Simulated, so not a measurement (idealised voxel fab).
process module | voxel air gaps
cross-section cut | 155 nm wide | cells 5 nm
A cross-section is a grid of square cells, given in bands from the top down. A band is one or more rows of cells.
Each band's line starts with the height of the band's top and of its bottom, in nm. Then come its materials from left to right, each with its width in nm. One material with "throughout" fills the band from edge to edge. "air" is empty space.
Height 0 is the level under which the wafer as received is all one material. The lowest band goes on downwards, as in "0 down".
A width such as "30 to 40" changes by the same amount from each row of cells to the next, from the band's top row to its bottom row.
"no change" after a step means that no cell of the cross-section changed.
closed voids: empty space of 8 cells or more with no open way to the top, each as width x height at its distance from the left edge, in nm
after a step's settings: what the simulator itself notes on the step
overlay nm, on a step with a mask: how far to the right of its planned place the mask lay; to the left if negative
plan
1 op RECEIVE | material Si
2 op CONFORMAL_DEP | material SiO2 | thk nm 10
3 op CONFORMAL_DEP | material SiN | thk nm 5
4 op DIRECTIONAL_DEP | material SiO2 | thk nm 30
5 op DIRECTIONAL_DEP | material aC | thk nm 10
6 op PATTERN | tone open | mask id LINES | material resist | width nm 20 | pitch nm 45 | thk nm 30 | overlay nm 0
7 op DIRECTIONAL_ETCH | etch materials aC | depth nm 10
8 op STRIP | etch materials resist
9 op DIRECTIONAL_ETCH | etch materials SiO2 | depth nm 30
10 op STRIP | etch materials aC
11 op CONFORMAL_DEP | material TiN | thk nm 5
12 op FILL_DEP | material Ru | thk nm 5
13 op CMP | height nm 45
14 op EPI | material Ru | thk nm 10
15 op SELECTIVE_ETCH | etch materials SiO2 | depth nm 40
16 op CONFORMAL_DEP | material SiCN | thk nm 5
first wafer, as planned
as received, after step 1
  0 down: Si throughout
  closed voids: none
after step 2
  10 to 0: SiO2 throughout
  below 0: unchanged
after step 3
  15 to 10: SiN throughout
  below 10: unchanged
after step 4
  45 to 15: SiO2 throughout
  below 15: unchanged
after step 5
  55 to 45: aC throughout
  below 45: unchanged
after step 6
  85 to 55: resist 20 | air 20 | resist 25 | air 20 | resist 25 | air 20 | resist 25
  below 55: unchanged
after step 7
  75 to 55: resist 20 | air 20 | resist 25 | air 20 | resist 25 | air 20 | resist 25
  55 to 45: aC 20 | air 20 | aC 25 | air 20 | aC 25 | air 20 | aC 25
  below 45: unchanged
after step 8
  55 to 45: aC 20 | air 20 | aC 25 | air 20 | aC 25 | air 20 | aC 25
  below 45: unchanged
after step 9
  55 to 45: aC 20 | air 20 | aC 25 | air 20 | aC 25 | air 20 | aC 25
  45 to 15: SiO2 20 | air 20 | SiO2 25 | air 20 | SiO2 25 | air 20 | SiO2 25
  below 15: unchanged
after step 10
  45 to 15: SiO2 20 | air 20 | SiO2 25 | air 20 | SiO2 25 | air 20 | SiO2 25
  below 15: unchanged
after step 11
  50 to 45: TiN 25 | air 10 | TiN 35 | air 10 | TiN 35 | air 10 | TiN 30
  45 to 20: SiO2 20 | TiN 5 | air 10 | TiN 5 | SiO2 25 | TiN 5 | air 10 | TiN 5 | SiO2 25 | TiN 5 | air 10 | TiN 5 | SiO2 25
  20 to 15: SiO2 20 | TiN 20 | SiO2 25 | TiN 20 | SiO2 25 | TiN 20 | SiO2 25
  below 15: unchanged
after step 12
  55 to 50: Ru throughout
  50 to 45: TiN 25 | Ru 10 | TiN 35 | Ru 10 | TiN 35 | Ru 10 | TiN 30
  45 to 20: SiO2 20 | TiN 5 | Ru 10 | TiN 5 | SiO2 25 | TiN 5 | Ru 10 | TiN 5 | SiO2 25 | TiN 5 | Ru 10 | TiN 5 | SiO2 25
  below 20: unchanged
after step 13
  45 to 20: SiO2 20 | TiN 5 | Ru 10 | TiN 5 | SiO2 25 | TiN 5 | Ru 10 | TiN 5 | SiO2 25 | TiN 5 | Ru 10 | TiN 5 | SiO2 25
  below 20: unchanged
after step 14
  55 to 45: air 10 | Ru 40 | air 5 | Ru 40 | air 5 | Ru 40 | air 15
  below 45: unchanged
after step 15
  55 to 45: air 10 | Ru 40 | air 5 | Ru 40 | air 5 | Ru 40 | air 15
  45 to 20: air 20 | TiN 5 | Ru 10 | TiN 5 | air 25 | TiN 5 | Ru 10 | TiN 5 | air 25 | TiN 5 | Ru 10 | TiN 5 | air 25
  20 to 15: air 20 | TiN 20 | air 25 | TiN 20 | air 25 | TiN 20 | air 25
  below 15: unchanged
after step 16
  60 to 55: air 5 | SiCN 140 | air 10
  55 to 45: air 5 | SiCN 5 | Ru 40 | SiCN 5 | Ru 40 | SiCN 5 | Ru 40 | SiCN 5 | air 10
  45 to 40: air 5 | SiCN 15 | TiN 5 | Ru 10 | TiN 5 | SiCN 25 | TiN 5 | Ru 10 | TiN 5 | SiCN 25 | TiN 5 | Ru 10 | TiN 5 | SiCN 15 | air 10
  40 to 20: air 15 | SiCN 5 | TiN 5 | Ru 10 | TiN 5 | SiCN 5 | air 15 | SiCN 5 | TiN 5 | Ru 10 | TiN 5 | SiCN 5 | air 15 | SiCN 5 | TiN 5 | Ru 10 | TiN 5 | SiCN 5 | air 20
  20 to 15: SiCN 20 | TiN 20 | SiCN 25 | TiN 20 | SiCN 25 | TiN 20 | SiCN 25
  below 15: unchanged
  closed voids: 15 x 20 at 45; 15 x 20 at 90
second wafer: like start, like plan, one mistake. Through step 15 it matches the first wafer
when step 16 should have ended
  70 to 55: SiCN throughout
  55 to 45: SiCN 10 | Ru 40 | SiCN 5 | Ru 40 | SiCN 5 | Ru 40 | SiCN 15
  45 to 40: SiCN 20 | TiN 5 | Ru 10 | TiN 5 | SiCN 25 | TiN 5 | Ru 10 | TiN 5 | SiCN 25 | TiN 5 | Ru 10 | TiN 5 | SiCN 25
  40 to 35: SiCN 20 | TiN 5 | Ru 10 | TiN 5 | SiCN 5 | air 15 | SiCN 5 | TiN 5 | Ru 10 | TiN 5 | SiCN 5 | air 15 | SiCN 5 | TiN 5 | Ru 10 | TiN 5 | SiCN 25
  35 to 25: air 10 | SiCN 10 | TiN 5 | Ru 10 | TiN 5 | SiCN 5 | air 15 | SiCN 5 | TiN 5 | Ru 10 | TiN 5 | SiCN 5 | air 15 | SiCN 5 | TiN 5 | Ru 10 | TiN 5 | SiCN 25
  25 to 20: SiCN 20 | TiN 5 | Ru 10 | TiN 5 | SiCN 5 | air 15 | SiCN 5 | TiN 5 | Ru 10 | TiN 5 | SiCN 5 | air 15 | SiCN 5 | TiN 5 | Ru 10 | TiN 5 | SiCN 25
  20 to 15: SiCN 20 | TiN 20 | SiCN 25 | TiN 20 | SiCN 25 | TiN 20 | SiCN 25
  below 15: unchanged
  closed voids: 15 x 20 at 45; 15 x 20 at 90
what went wrong: step 16 ran as: op CONFORMAL_DEP | material SiCN | thk nm 15
at the end the second wafer has, in cells: 98 more of SiCN
